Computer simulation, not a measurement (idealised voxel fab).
This section sets out a process module, namely voxel gate over fins.
For reference, the cross-section in this document is cut, with width 300 nm and square cells of 5 nm.
Cross-section layout: square cells on a grid; listed as bands, top to bottom; a band spans one or more cell rows. First you get the band's top height and its bottom height, in nm, and then the materials it's made of, left to right, with each width in nm. If you see a single material with "edge to edge", that one covers the band edge to edge. "air" is empty space. Beneath 0, the wafer as received is one material, and that level is where height counting begins. The lowest band goes on downward without a bottom; it is written like "0 nm and below". Quick explanation for "30->40": the width changes in equal steps down the rows of cells, from the first number in the band's top row to the second number in its bottom row. It should be understood that the words "nothing altered", when stated for a given step, signify that the cross-section underwent no change in any of its cells during that step. "Sealed internal cavities": sealed empty spaces, 8 cells or more, no open way to top, listed width x height at distance, with distance from the left edge and width, height and distance in nm. On each step's line, the part that comes after the settings is the simulator's own comment on the step. overlay nm: on a step with a mask, how far right of its planned place the mask lay; negative means left.
Process steps (planned)
1) RECEIVE | material Si
2) CONFORMAL_DEP | material SiN | thk nm 10
3) PATTERN | tone cover | mask id FINS | material resist | width nm 15 | pitch nm 40 | thk nm 15 | overlay nm 0
4) DIRECTIONAL_ETCH | etch materials SiN | depth nm 10
5) DIRECTIONAL_ETCH | etch materials Si | depth nm 30
6) STRIP | etch materials resist
7) OXIDIZE | depth nm 5
8) FILL_DEP | material SiO2 | thk nm 15
9) CMP | height nm 10
10) SELECTIVE_ETCH | etch materials SiO2 | depth nm 20
11) STRIP | etch materials SiN
12) CONFORMAL_DEP | material HfO2 | thk nm 5
13) CONFORMAL_DEP | material TiN | thk nm 5
14) CONFORMAL_DEP | material TiAl | thk nm 5
15) CONFORMAL_DEP | material TiN | thk nm 5
16) FILL_DEP | material W | thk nm 10
17) CMP | height nm 25
18) CONFORMAL_DEP | material SiN | thk nm 10
First out of two wafers; run went to plan
Delivered wafer in cross-section: state after step 1
* 0 nm and below: Si edge to edge
* Sealed internal cavities: none
The wafer, seen in cross-section, after step 2
* 10 nm to 0 nm: SiN edge to edge
* Everything under 0 stays put, no change at all.
The wafer, seen in cross-section, after step 3
* 25 nm to 10 nm: 120 air; 15 resist; 25 air; 15 resist; 125 air
* Everything under 10 stays put, no change at all.
The wafer, seen in cross-section, after step 4
* 25 nm to 10 nm: 120 air; 15 resist; 25 air; 15 resist; 125 air
* 10 nm to 0 nm: 120 air; 15 SiN; 25 air; 15 SiN; 125 air
* Everything under 0 stays put, no change at all.
The wafer, seen in cross-section, after step 5
* 25 nm to 10 nm: 120 air; 15 resist; 25 air; 15 resist; 125 air
* 10 nm to 0 nm: 120 air; 15 SiN; 25 air; 15 SiN; 125 air
* 0 nm to -30 nm: 120 air; 15 Si; 25 air; 15 Si; 125 air
* Everything under -30 stays put, no change at all.
The wafer, seen in cross-section, after step 6
* 10 nm to 0 nm: 120 air; 15 SiN; 25 air; 15 SiN; 125 air
* Everything under 0 stays put, no change at all.
The wafer, seen in cross-section, after step 7
* 10 nm to 0 nm: 120 air; 15 SiN; 25 air; 15 SiN; 125 air
* 0 nm to -30 nm: 120 air; 5 SiO2; 5 Si; 5 SiO2; 25 air; 5 SiO2; 5 Si; 5 SiO2; 125 air
* -30 nm to -35 nm: 125 SiO2; 5 Si; 35 SiO2; 5 Si; 130 SiO2
* Everything under -35 stays put, no change at all.
The wafer, seen in cross-section, after step 8
* 25 nm to 10 nm: SiO2 edge to edge
* 10 nm to 0 nm: 120 SiO2; 15 SiN; 25 SiO2; 15 SiN; 125 SiO2
* 0 nm to -35 nm: 125 SiO2; 5 Si; 35 SiO2; 5 Si; 130 SiO2
* Everything under -35 stays put, no change at all.
The wafer, seen in cross-section, after step 9
* 10 nm to 0 nm: 120 SiO2; 15 SiN; 25 SiO2; 15 SiN; 125 SiO2
* Everything under 0 stays put, no change at all.
The wafer, seen in cross-section, after step 10
* 10 nm to 0 nm: 120 air; 15 SiN; 25 air; 15 SiN; 125 air
* 0 nm to -10 nm: 125 air; 5 Si; 35 air; 5 Si; 130 air
* Everything under -10 stays put, no change at all.
The wafer, seen in cross-section, after step 11
* 0 nm to -10 nm: 125 air; 5 Si; 35 air; 5 Si; 130 air
* Everything under -10 stays put, no change at all.
The wafer, seen in cross-section, after step 12
* 5 nm to 0 nm: 120 air; 15 HfO2; 25 air; 15 HfO2; 125 air
* 0 nm to -5 nm: 120 air; 5 HfO2; 5 Si; 5 HfO2; 25 air; 5 HfO2; 5 Si; 5 HfO2; 125 air
* -5 nm to -10 nm: 125 HfO2; 5 Si; 35 HfO2; 5 Si; 130 HfO2
* Everything under -10 stays put, no change at all.
The wafer, seen in cross-section, after step 13
* 10 nm to 5 nm: 115 air; 25 TiN; 15 air; 25 TiN; 120 air
* 5 nm to 0 nm: 115 air; 5 TiN; 15 HfO2; 5 TiN; 15 air; 5 TiN; 15 HfO2; 5 TiN; 120 air
* 0 nm to -5 nm: 120 TiN; 5 HfO2; 5 Si; 5 HfO2; 25 TiN; 5 HfO2; 5 Si; 5 HfO2; 125 TiN
* Everything under -5 stays put, no change at all.
The wafer, seen in cross-section, after step 14
* 15 nm to 10 nm: 110 air; 35 TiAl; 5 air; 35 TiAl; 115 air
* 10 nm to 5 nm: 110 air; 5 TiAl; 25 TiN; 5 TiAl; 5 air; 5 TiAl; 25 TiN; 5 TiAl; 115 air
* 5 nm to 0 nm: 115 TiAl; 5 TiN; 15 HfO2; 5 TiN; 15 TiAl; 5 TiN; 15 HfO2; 5 TiN; 120 TiAl
* Everything under 0 stays put, no change at all.
The wafer, seen in cross-section, after step 15
* 20 nm to 15 nm: 105 air; 85 TiN; 110 air
* 15 nm to 10 nm: 105 air; 5 TiN; 35 TiAl; 5 TiN; 35 TiAl; 5 TiN; 110 air
* 10 nm to 5 nm: 110 TiN; 5 TiAl; 25 TiN; 5 TiAl; 5 TiN; 5 TiAl; 25 TiN; 5 TiAl; 115 TiN
* Everything under 5 stays put, no change at all.
The wafer, seen in cross-section, after step 16
* 30 nm to 20 nm: W edge to edge
* 20 nm to 15 nm: 105 W; 85 TiN; 110 W
* 15 nm to 10 nm: 105 W; 5 TiN; 35 TiAl; 5 TiN; 35 TiAl; 5 TiN; 110 W
* Everything under 10 stays put, no change at all.
The wafer, seen in cross-section, after step 17
* 25 nm to 20 nm: W edge to edge
* Everything under 20 stays put, no change at all.
The wafer, seen in cross-section, after step 18
* 35 nm to 25 nm: SiN edge to edge
* Everything under 25 stays put, no change at all.
Companion wafer, the second of two: same beginning, same intended sequence, one mistake in carrying it out; through step 17 inclusive it tracks the first exactly
Second wafer, cross-section, planned end of step 18
* 40 nm to 25 nm: SiN edge to edge
* Everything under 25 stays put, no change at all.
what went wrong: contrary to plan, step 18 was performed as CONFORMAL_DEP | material SiN | thk nm 15
Once processing is complete, comparing cell counts shows that the second wafer has more or fewer of certain materials than the first: +60 SiN
